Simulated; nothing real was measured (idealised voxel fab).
Process module in this document: voxel wiring stack
Section cut is 220 nm wide and gridded with 5 nm square cells.
The cross-sections in this document take the form of a grid made of square cells. They are written out as bands, in order from top to bottom. Each band consists of one or more rows of cells.
This entry defines a band. It first specifies the height of the band's top and the height of its bottom in nm, and then specifies the band's materials from left to right, stating each material with its width in nm. The word "all across" identifies a single material that fills the band from edge to edge, while the word "blank" identifies empty space.
For the purposes of this specification, 0 denotes the height below which the wafer in its as-received condition is composed wholly of one material, and the lowermost band, lacking a lower limit, extends downward without end, as expressed in "0 nm and below".
Width "30..40": first value at the band's top row of cells, second value at its bottom row, equal change from row to row.
What does "stayed the same" mean for a step? It means no cell of the cross-section changed in that step.
The entry titled "Internal closed voids" provides the empty spaces that have no open way to the top, restricted to those of 8 cells or more. Each is presented as width x height at distance, the distance being measured from the left edge, with all three in nm.
Where a step's line continues beyond its settings, the continuation is a remark by the simulator itself on that step.
When a step includes a mask, the "overlay nm" setting on its line states how far to the right of its planned place that mask lay, and negative values state how far to the left.
# Set out below are the planned steps of the process
1 RECEIVE (material Si)
2 CONFORMAL_DEP (material SiO2; thk nm 15)
3 CONFORMAL_DEP (material SiN; thk nm 5)
4 DIRECTIONAL_DEP (material SiO2; thk nm 25)
5 DIRECTIONAL_DEP (material aC; thk nm 15)
6 PATTERN (tone open; mask id METAL_1; material resist; width nm 20; pitch nm 45; thk nm 35; overlay nm 0)
7 DIRECTIONAL_ETCH (etch materials aC; depth nm 15)
8 STRIP (etch materials resist)
9 DIRECTIONAL_ETCH (etch materials SiO2; depth nm 25)
10 DIRECTIONAL_ETCH (etch materials SiN; depth nm 5)
11 STRIP (etch materials aC)
12 CONFORMAL_DEP (material TiN; thk nm 5)
13 FILL_DEP (material Ru; thk nm 10)
14 CMP (height nm 45)
15 EPI (material Ru; thk nm 5)
16 FILL_DEP (material SiCN; thk nm 5)
17 DIRECTIONAL_DEP (material lowk; thk nm 10)
18 PATTERN (tone open; mask id PLUG_1; material resist; width nm 15; pitch nm 90; thk nm 15; overlay nm 0)
19 DIRECTIONAL_ETCH (etch materials lowk; depth nm 10)
20 DIRECTIONAL_ETCH (etch materials SiCN; depth nm 5)
21 STRIP (etch materials resist)
22 EPI (material Ru; thk nm 10)
23 EPI (material Ru; thk nm 5)
24 DIRECTIONAL_DEP (material TiN; thk nm 5)
25 DIRECTIONAL_DEP (material Ru; thk nm 20)
26 DIRECTIONAL_DEP (material aC; thk nm 10)
27 PATTERN (tone cover; mask id METAL_2; material resist; width nm 20; pitch nm 45; thk nm 30; overlay nm 0)
28 DIRECTIONAL_ETCH (etch materials aC; depth nm 10)
29 STRIP (etch materials resist)
30 DIRECTIONAL_ETCH (etch materials Ru; depth nm 20)
31 DIRECTIONAL_ETCH (etch materials TiN; depth nm 5)
32 STRIP (etch materials aC)
33 CONFORMAL_DEP (material SiN; thk nm 5)
34 FILL_DEP (material lowk; thk nm 10)
35 CMP (height nm 90)
36 CONFORMAL_DEP (material SiCN; thk nm 5)
37 DIRECTIONAL_DEP (material SiO2; thk nm 10)
38 PATTERN (tone open; mask id PLUG_2; material resist; width nm 15; pitch nm 90; thk nm 20; overlay nm 0)
39 DIRECTIONAL_ETCH (etch materials SiO2; depth nm 10)
40 DIRECTIONAL_ETCH (etch materials SiCN; depth nm 5)
41 STRIP (etch materials resist)
42 EPI (material Ru; thk nm 10)
43 EPI (material Ru; thk nm 5)
44 CONFORMAL_DEP (material SiCN; thk nm 5)
45 DIRECTIONAL_DEP (material lowk; thk nm 25)
46 MASKED_ETCH (tone open; mask id METAL_3; width nm 20; pitch nm 45; etch materials lowk; depth nm 25; overlay nm 0)
47 MASKED_ETCH (tone open; mask id METAL_3; width nm 20; pitch nm 45; etch materials SiCN; depth nm 5; overlay nm 0)
48 CONFORMAL_DEP (material TiN; thk nm 5)
49 FILL_DEP (material Ru; thk nm 5)
50 CMP (height nm 135)
51 CONFORMAL_DEP (material SiCN; thk nm 5)
# As received (post step 1): cross-section
- 0 nm and below  Si all across
- Internal closed voids: none
# Cross-section, end of module. Start: as above. Plan: as above. Execution: one mistake
- 140 nm to 135 nm  SiCN all across
- 135 nm to 110 nm  lowk: 30, TiN: 5, Ru: 10, TiN: 5, lowk: 25, TiN: 5, Ru: 10, TiN: 5, lowk: 25, TiN: 5, Ru: 10, TiN: 5, lowk: 25, TiN: 5, Ru: 10, TiN: 5, lowk: 35
- 110 nm to 105 nm  SiCN: 30, TiN: 20, SiCN: 25, TiN: 20, SiCN: 25, TiN: 20, SiCN: 25, TiN: 20, SiCN: 35
- 105 nm to 95 nm  SiO2: 30, Ru: 15, SiO2: 75, Ru: 15, SiO2: 85
- 95 nm to 90 nm  SiCN: 30, Ru: 15, SiCN: 75, Ru: 15, SiCN: 85
- 90 nm to 70 nm  lowk: 25, SiN: 5, Ru: 20, SiN: 5, lowk: 15, SiN: 5, Ru: 20, SiN: 5, lowk: 15, SiN: 5, Ru: 20, SiN: 5, lowk: 15, SiN: 5, Ru: 20, SiN: 5, lowk: 30
- 70 nm to 65 nm  SiN: 30, TiN: 20, SiN: 25, TiN: 20, SiN: 25, TiN: 20, SiN: 25, TiN: 20, SiN: 35
- 65 nm to 55 nm  lowk: 30, Ru: 15, lowk: 75, Ru: 15, lowk: 85
- 55 nm to 50 nm  SiCN: 30, Ru: 15, SiCN: 75, Ru: 15, SiCN: 85
- 50 nm to 45 nm  SiCN: 20, Ru: 40, SiCN: 5, Ru: 40, SiCN: 5, Ru: 40, SiCN: 5, Ru: 40, SiCN: 25
- 45 nm to 20 nm  SiO2: 25, TiN: 5, Ru: 20, TiN: 5, SiO2: 15, TiN: 5, Ru: 20, TiN: 5, SiO2: 15, TiN: 5, Ru: 20, TiN: 5, SiO2: 15, TiN: 5, Ru: 20, TiN: 5, SiO2: 30
- 20 nm to 15 nm  SiN: 25, TiN: 30, SiN: 15, TiN: 30, SiN: 15, TiN: 30, SiN: 15, TiN: 30, SiN: 30
- 15 nm to 0 nm  SiO2 all across
- 0 nm and below  Si all across
- Internal closed voids: none
Processing error: step 6 off recipe, ran as PATTERN (tone open; mask id METAL_1; material resist; width nm 30; pitch nm 45; thk nm 35; overlay nm 0)
